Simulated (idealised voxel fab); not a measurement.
Presented below is a process module, voxel wiring stack.
Cross-section cut: width 175 nm, square cells of 5 nm.
Reading order for cross-sections: top band down to bottom band. Underlying form: a grid of square cells. Band size: one or more rows of cells. It is stipulated that each band's entry specify, in nanometres, the height of the top of the band and then that of its bottom, followed by the materials of the band in left-to-right sequence, each together with its width in nanometres. A single material marked by the word "all across" is understood to fill the band from edge to edge; the word "blank" is understood to denote empty space. For the purposes of this specification, 0 denotes the height below which the wafer in its as-received condition is composed wholly of one material, and the lowermost band, lacking a lower limit, extends downward without end, as expressed in "from 0 down". Per-row width for "30->40": begins at first number (top row of band), ends at second number (bottom row), increment between rows held constant. No cell of the cross-section changed in a step that is given as "left unchanged". The list in "Enclosed cavities" covers empty spaces of 8 cells or more that cannot reach the top through any open way, and it gives each as width x height at distance; the distance is from the left edge, and width, height and distance are in nm. Read whatever lies past the settings on a step's line as the simulator's own remark about the step. You can add "overlay nm" to a step's line. For a step with a mask, it describes how far the mask lay to the right of its planned position, and a negative number describes a lay to the left.

## plan
| 1 | RECEIVE, material Si |
| 2 | CONFORMAL_DEP, material SiO2, thk nm 10 |
| 3 | DIRECTIONAL_DEP, material TiN, thk nm 5 |
| 4 | DIRECTIONAL_DEP, material W, thk nm 15 |
| 5 | PATTERN, tone cover, mask id METAL_1, material resist, width nm 30, pitch nm 55, thk nm 15, overlay nm 0 |
| 6 | DIRECTIONAL_ETCH, etch materials W, depth nm 15 |
| 7 | DIRECTIONAL_ETCH, etch materials TiN, depth nm 5 |
| 8 | STRIP, etch materials resist |
| 9 | FILL_DEP, material lowk, thk nm 5 |
| 10 | CMP, height nm 30 |
| 11 | CONFORMAL_DEP, material SiCN, thk nm 5 |
| 12 | DIRECTIONAL_DEP, material SiO2, thk nm 35 |
| 13 | PATTERN, tone open, mask id METAL_2, material resist, width nm 30, pitch nm 55, thk nm 20, overlay nm 0 |
| 14 | DIRECTIONAL_ETCH, etch materials SiO2, depth nm 20 |
| 15 | STRIP, etch materials resist |
| 16 | PATTERN, tone open, mask id METAL_2_HOLES, material resist, width nm 15, pitch nm 55, thk nm 20, overlay nm 0 |
| 17 | DIRECTIONAL_ETCH, etch materials SiO2, depth nm 15 |
| 18 | DIRECTIONAL_ETCH, etch materials SiCN, depth nm 5 |
| 19 | STRIP, etch materials resist |
| 20 | CONFORMAL_DEP, material TiN, thk nm 5 |
| 21 | FILL_DEP, material Cu, thk nm 5 |
| 22 | CMP, height nm 70 |
| 23 | CONFORMAL_DEP, material SiCN, thk nm 5 |

## Delivered wafer in cross-section: state after step 1
	from 0 down = Si all across
	Enclosed cavities: none

## The module was run from the start shown above using the plan shown above, but one mistake was made doing it; the resulting wafer cross-section is below
	from 75 to 70 = SiCN all across
	from 70 to 55 = SiO2 15 nm, then TiN 5 nm, then Cu 20 nm, then TiN 5 nm, then SiO2 25 nm, then TiN 5 nm, then Cu 20 nm, then TiN 5 nm, then SiO2 25 nm, then TiN 5 nm, then Cu 20 nm, then TiN 5 nm, then SiO2 20 nm
	from 55 to 50 = SiO2 15 nm, then TiN 5 nm, then Cu 5 nm, then TiN 20 nm, then SiO2 25 nm, then TiN 5 nm, then Cu 5 nm, then TiN 20 nm, then SiO2 25 nm, then TiN 5 nm, then Cu 5 nm, then TiN 20 nm, then SiO2 20 nm
	from 50 to 35 = SiO2 15 nm, then TiN 5 nm, then Cu 5 nm, then TiN 5 nm, then SiO2 40 nm, then TiN 5 nm, then Cu 5 nm, then TiN 5 nm, then SiO2 40 nm, then TiN 5 nm, then Cu 5 nm, then TiN 5 nm, then SiO2 35 nm
	from 35 to 30 = SiCN 15 nm, then TiN 15 nm, then SiCN 40 nm, then TiN 15 nm, then SiCN 40 nm, then TiN 15 nm, then SiCN 35 nm
	from 30 to 25 = lowk all across
	from 25 to 10 = lowk 15 nm, then W 30 nm, then lowk 25 nm, then W 30 nm, then lowk 25 nm, then W 30 nm, then lowk 20 nm
	from 10 to 0 = SiO2 all across
	from 0 down = Si all across
	Enclosed cavities: none
Against the plan, the run slipped here: step 3 of the plan: omitted, not performed
